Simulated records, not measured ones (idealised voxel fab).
process module | voxel capacitor over wiring
Cross-section cut: width 170 nm, square cells of 5 nm.
A cross-section is a grid of square cells, given in bands from the top down. A band is one or more rows of cells. In this notation a band is specified by the heights of its top and bottom, in that order and in nm, after which its materials appear from left to right, each paired with its width in nm. The word "full width" attached to a single material means that material fills the band from edge to edge; the word "blank" stands for empty space. Heights are reckoned from 0. Under this level, the received wafer is all of one material. The bottommost band is open-ended downward, for example "from 0 down". A two-number width, for instance "30..40", indicates that the width is equal to the first number in the top row of the band and to the second number in the bottom row, and that it changes by a constant amount per row of cells. "remained unchanged", as given for a step, is the statement that not any cell of the cross-section underwent a change during that step. "Catalogued sealed voids" contains a list of empty spaces, each no smaller than 8 cells and without an open way to the top, written in the form width x height at distance with the distance from the left edge and all three in nm. Read whatever lies past the settings on a step's line as the simulator's own remark about the step. overlay nm: for a step with a mask, the amount by which the mask lay right of where it was planned; a negative amount means left of it.
[Set out below are the planned steps of the process]
1,RECEIVE (material Si)
2,CONFORMAL_DEP (material SiO2; thk nm 10)
3,CONFORMAL_DEP (material SiCN; thk nm 5)
4,DIRECTIONAL_DEP (material lowk; thk nm 25)
5,MASKED_ETCH (tone open; mask id METAL_1; width nm 30; pitch nm 100; etch materials lowk; depth nm 25; overlay nm 0)
6,MASKED_ETCH (tone open; mask id METAL_1; width nm 20; pitch nm 100; etch materials SiCN; depth nm 5; overlay nm 0)
7,CONFORMAL_DEP (material TiN; thk nm 5)
8,FILL_DEP (material Ru; thk nm 5)
9,CMP (height nm 40)
10,CONFORMAL_DEP (material SiCN; thk nm 5)
11,DIRECTIONAL_DEP (material SiO2; thk nm 10)
12,DIRECTIONAL_DEP (material aC; thk nm 10)
13,PATTERN (tone open; mask id PLUG_1; material resist; width nm 15; thk nm 30; overlay nm 0)
14,DIRECTIONAL_ETCH (etch materials aC; depth nm 10)
15,STRIP (etch materials resist)
16,DIRECTIONAL_ETCH (etch materials SiO2; depth nm 10)
17,DIRECTIONAL_ETCH (etch materials SiCN; depth nm 5)
18,STRIP (etch materials aC)
19,EPI (material Ru; thk nm 10)
20,EPI (material Ru; thk nm 5)
21,DIRECTIONAL_DEP (material TiN; thk nm 5)
22,DIRECTIONAL_DEP (material SiN; thk nm 5)
23,DIRECTIONAL_DEP (material TiN; thk nm 5)
24,DIRECTIONAL_DEP (material aC; thk nm 10)
25,PATTERN (tone cover; mask id UPPER_PLATE; material resist; width nm 75; thk nm 30; overlay nm 0)
26,DIRECTIONAL_ETCH (etch materials aC; depth nm 10)
27,STRIP (etch materials resist)
28,DIRECTIONAL_ETCH (etch materials TiN; depth nm 5)
29,DIRECTIONAL_ETCH (etch materials SiN; depth nm 5)
30,STRIP (etch materials aC)
31,PATTERN (tone cover; mask id LOWER_PLATE; material resist; width nm 85; thk nm 20; overlay nm 0)
32,DIRECTIONAL_ETCH (etch materials TiN; depth nm 5)
33,STRIP (etch materials resist)
34,FILL_DEP (material SiO2; thk nm 20)
35,CMP (height nm 85)
36,PATTERN (tone open; mask id PLUG_2; material resist; width nm 15; thk nm 15; overlay nm 0)
37,DIRECTIONAL_ETCH (etch materials SiO2; depth nm 15)
38,STRIP (etch materials resist)
39,CONFORMAL_DEP (material TiN; thk nm 5)
40,FILL_DEP (material W; thk nm 10)
41,CMP (height nm 85)
42,CONFORMAL_DEP (material SiN; thk nm 5)
Wafers differ in width nm at step 6; plan lists the first wafer's value; identical starting state.
[Sectional view: first of several wafers, as received, after step 1]
from 0 down  Si full width
Catalogued sealed voids: none
[First of several wafers: cross-section at the end of the module, after step 42, its last step]
from 90 to 85  SiN full width
from 85 to 75  SiO2 45 / TiN 5 / W 5 / TiN 5 / SiO2 110
from 75 to 65  SiO2 45..35 / TiN 15..75 / SiO2 110..60
from 65 to 60  SiO2 35 / SiN 75 / SiO2 60
from 60 to 55  SiO2 30 / TiN 85 / SiO2 55
from 55 to 45  SiO2 35 / Ru 15 / SiO2 120
from 45 to 40  SiCN 35 / Ru 15 / SiCN 120
from 40 to 20  lowk 20 / TiN 5 / Ru 20 / TiN 5 / lowk 70 / TiN 5 / Ru 20 / TiN 5 / lowk 20
from 20 to 15  lowk 20 / TiN 10 / Ru 10 / TiN 10 / lowk 70 / TiN 10 / Ru 10 / TiN 10 / lowk 20
from 15 to 10  SiCN 25 / TiN 20 / SiCN 80 / TiN 20 / SiCN 25
from 10 to 0  SiO2 full width
from 0 down  Si full width
Catalogued sealed voids: none
[The module's end: a cross-section of the last wafer]
from 90 to 85  SiN full width
from 85 to 75  SiO2 45 / TiN 5 / W 5 / TiN 5 / SiO2 110
from 75 to 65  SiO2 45..35 / TiN 15..75 / SiO2 110..60
from 65 to 60  SiO2 35 / SiN 75 / SiO2 60
from 60 to 55  SiO2 30 / TiN 85 / SiO2 55
from 55 to 45  SiO2 35 / Ru 15 / SiO2 120
from 45 to 40  SiCN 35 / Ru 15 / SiCN 120
from 40 to 15  lowk 20 / TiN 5 / Ru 20 / TiN 5 / lowk 70 / TiN 5 / Ru 20 / TiN 5 / lowk 20
from 15 to 10  SiCN 20 / TiN 30 / SiCN 70 / TiN 30 / SiCN 20
from 10 to 0  SiO2 full width
from 0 down  Si full width
Catalogued sealed voids: none
[Where each wafer stands at the end of the module, a row apiece: cells of each material gained (+) or lost (-) since it was received, then closed voids]
width nm 20 | +45 Ru | +57 SiCN | +49 SiN | +278 SiO2 | +71 TiN | +2 W | +110 lowk | Catalogued sealed voids: none
width nm 25 | +47 Ru | +55 SiCN | +49 SiN | +278 SiO2 | +71 TiN | +2 W | +110 lowk | Catalogued sealed voids: none
width nm 30 | +49 Ru | +53 SiCN | +49 SiN | +278 SiO2 | +71 TiN | +2 W | +110 lowk | Catalogued sealed voids: none
width nm 35 | +49 Ru | +53 SiCN | +49 SiN | +278 SiO2 | +71 TiN | +2 W | +110 lowk | Catalogued sealed voids: none
width nm 40 | +49 Ru | +53 SiCN | +49 SiN | +278 SiO2 | +71 TiN | +2 W | +110 lowk | Catalogued sealed voids: none
